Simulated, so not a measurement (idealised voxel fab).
process module | voxel trench capacitor
cross-section cut | 280 nm wide | cells 5 nm
A cross-section is a grid of square cells, given in bands from the top down. A band is one or more rows of cells.
Each band's line starts with the height of the band's top and of its bottom, in nm. Then come its materials from left to right, each with its width in nm. One material with "throughout" fills the band from edge to edge. "air" is empty space.
Height 0 is the level under which the wafer as received is all one material. The lowest band goes on downwards, as in "0 down".
A width such as "30 to 40" changes by the same amount from each row of cells to the next, from the band's top row to its bottom row.
"no change" after a step means that no cell of the cross-section changed.
closed voids: empty space of 8 cells or more with no open way to the top, each as width x height at its distance from the left edge, in nm
after a step's settings: what the simulator itself notes on the step
overlay nm, on a step with a mask: how far to the right of its planned place the mask lay; to the left if negative
plan
1 op RECEIVE | material Si
2 op CONFORMAL_DEP | material SiN | thk nm 10
3 op PATTERN | tone open | mask id TRENCH | material resist | width nm 25 | pitch nm 45 | thk nm 15 | overlay nm 0
4 op DIRECTIONAL_ETCH | etch materials SiN | depth nm 10
5 op DIRECTIONAL_ETCH | etch materials Si | depth nm 35
6 op STRIP | etch materials resist
7 op CONFORMAL_DEP | material Al2O3 | thk nm 5
8 op FILL_DEP | material polySi | thk nm 10
9 op CMP | height nm 10
as received, after step 1
  0 down: Si throughout
  closed voids: none
a wafer at the end: this start, this plan, one mistake
  10 to 0: SiN 65 | polySi 15 | SiN 30 | polySi 15 | SiN 30 | polySi 15 | SiN 30 | polySi 15 | SiN 65
  0 to -30: Si 60 | SiN 5 | polySi 15 | SiN 5 | Si 20 | SiN 5 | polySi 15 | SiN 5 | Si 20 | SiN 5 | polySi 15 | SiN 5 | Si 20 | SiN 5 | polySi 15 | SiN 5 | Si 60
  -30 to -35: Si 60 | SiN 25 | Si 20 | SiN 25 | Si 20 | SiN 25 | Si 20 | SiN 25 | Si 60
  -35 down: Si throughout
  closed voids: none
what went wrong: step 7 ran as: op CONFORMAL_DEP | material SiN | thk nm 5
